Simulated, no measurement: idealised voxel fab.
Process module, titled voxel self aligned contacts
Square cells of 5 nm make up the cross-section cut, whose width is 230 nm.
We lay out every cross-section as a grid of square cells and spell it out in bands from the top down, where one band means one or more rows of cells.
Band: top height; bottom height; in nm. Then, left to right: material with width in nm, for each material. "throughout": a single material spanning edge to edge. "blank": empty space.
The reference from which all heights are counted is 0, the level beneath which the as-received wafer is entirely one material; the lowest band, having no lower bound, proceeds downward and is written after the example "0..down".
Read "30 to 40" as a graded width: first number on top, second number at the bottom, same change between each pair of neighbouring rows.
The designation "no alterations made", where it is given for a processing step, indicates that no cell of the cross-section was altered in the course of that step.
"Enclosed void listing" lists enclosed empty spaces (at least 8 cells, no open path upward to the top), each as width x height at distance from the left edge, in nm.
The remark found on a step's line after its settings is issued by the simulator itself and pertains to that step.
Each step line may optionally specify "overlay nm", which for a step with a mask gives the rightward distance between the mask's planned place and where it lay, a negative value indicating the leftward direction.
[Steps in the process plan]
1,RECEIVE (material Si)
2,OXIDIZE (depth nm 5)
3,DIRECTIONAL_DEP (material polySi; thk nm 30)
4,DIRECTIONAL_DEP (material SiN; thk nm 20)
5,PATTERN (tone cover; mask id GATE; material resist; width nm 35; pitch nm 70; thk nm 20; overlay nm 0)
6,DIRECTIONAL_ETCH (etch materials SiN; depth nm 20)
7,DIRECTIONAL_ETCH (etch materials polySi; depth nm 30)
8,STRIP (etch materials resist)
9,CONFORMAL_DEP (material SiN; thk nm 5)
10,DIRECTIONAL_ETCH (etch materials SiN; depth nm 5)
11,FILL_DEP (material SiO2; thk nm 20)
12,CMP (height nm 60)
13,MASKED_ETCH (tone open; mask id CONTACT; width nm 55; etch materials SiO2; depth nm 65; overlay nm 0)
14,CONFORMAL_DEP (material TiN; thk nm 5)
15,FILL_DEP (material W; thk nm 5)
16,CMP (height nm 60)
17,CONFORMAL_DEP (material SiN; thk nm 5)
[Cross-section of the incoming wafer, state after step 1]
	0..down = Si throughout
	Enclosed void listing: none
[Looking at the first of two wafers in cross-section at end of module - ran to plan]
	65..60 = SiN throughout
	60..50 = SiO2 85 | TiN 5 to 20 | W 45 to 15 | TiN 5 to 20 | SiO2 90
	50..30 = SiO2 55 | SiN 45 | TiN 5 | W 15 | TiN 5 | SiN 45 | SiO2 60
	30..0 = SiO2 55 | SiN 5 | polySi 35 | SiN 5 | TiN 5 | W 15 | TiN 5 | SiN 5 | polySi 35 | SiN 5 | SiO2 60
	0..-5 = SiO2 100 | TiN 25 | SiO2 105
	-5..down = Si throughout
	Enclosed void listing: none
[Second wafer through the module, sectioned at the end: same beginning and same plan as the first wafer, with one mistake in carrying it out]
	65..60 = SiN throughout
	60..55 = SiO2 85 | TiN 20 | W 15 | TiN 20 | SiO2 90
	55..40 = SiO2 55 | SiN 45 | TiN 5 | W 15 | TiN 5 | SiN 45 | SiO2 60
	40..35 = SiO2 55 | SiN 45 | TiN 25 | SiN 45 | SiO2 60
	35..30 = SiN throughout
	30..0 = polySi throughout
	0..-5 = SiO2 throughout
	-5..down = Si throughout
	Enclosed void listing: none
What broke from the plan during processing? for step 4, the planned setting was not used; the step was instead run as DIRECTIONAL_DEP (material SiN; thk nm 25)
Once processing is complete, comparing cell counts shows that the second wafer has more or fewer of certain materials than the first: 22 more of SiN, 168 fewer of SiO2, 16 fewer of TiN, 30 fewer of W, 192 more of polySi
